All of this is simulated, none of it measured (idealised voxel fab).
Proc. module: voxel fin reveal
In the cross-section labelled cut, the width is 250 nm and each square cell is 5 nm.
If you're reading a cross-section in this doc, picture square cells in a grid; it comes to you as bands, top ones listed first down to the bottom, and a band can be one or more rows of cells.
Band entry format. Leading values: height of top, height of bottom, nm. Remainder: materials in left-to-right order, each with its width in nm. Special words: "all across" on a single material, which then fills the band edge to edge; "air", empty space.
Heights from 0 (as-received wafer is one material below). Bottom band endless downward, as "z 0 and below".
Note: "30..40" means the width goes from the first number (top row of the band) to the second number (bottom row) in equal steps per row of cells.
Any step labelled "remained unchanged" changed none of the cells in the cross-section.
"Enclosed voids" contains a list of empty spaces, each no smaller than 8 cells and without an open way to the top, written in the form width x height at distance with the distance from the left edge and all three in nm.
after a step's settings: what the simulator itself notes on the step
What "overlay nm" on a step's line means: if the step has a mask, that mask lay this far to the right of its planned place, or, when the value is negative, to the left.
Planned process steps:
1) RECEIVE | material Si
2) CONFORMAL_DEP | material SiN | thk nm 10
3) DIRECTIONAL_DEP | material aC | thk nm 10
4) PATTERN | tone cover | mask id FINS | material resist | width nm 15 | pitch nm 40 | thk nm 25 | overlay nm 0
5) DIRECTIONAL_ETCH | etch materials aC | depth nm 10
6) STRIP | etch materials resist
7) DIRECTIONAL_ETCH | etch materials SiN | depth nm 10
8) DIRECTIONAL_ETCH | etch materials Si | depth nm 40
9) STRIP | etch materials aC
10) OXIDIZE | depth nm 5
11) FILL_DEP | material SiO2 | thk nm 15
12) CMP | height nm 10
13) SELECTIVE_ETCH | etch materials SiO2 | depth nm 20
14) STRIP | etch materials SiN
All wafers enter the flow in the same state. The width nm at step 4 differs from wafer to wafer, and the plan gives the value for the first wafer.
As-received state after step 1, first of several wafers, cross-section:
* z 0 and below | Si all across
* Enclosed voids: none
Row per wafer, end-of-module: cell gain (+)/loss (-) by material since the wafer came in, then closed voids:
width nm 15, -432 Si, +336 SiO2, Enclosed voids: none
width nm 20, -414 Si, +322 SiO2, Enclosed voids: none
width nm 25, -396 Si, +308 SiO2, Enclosed voids: none
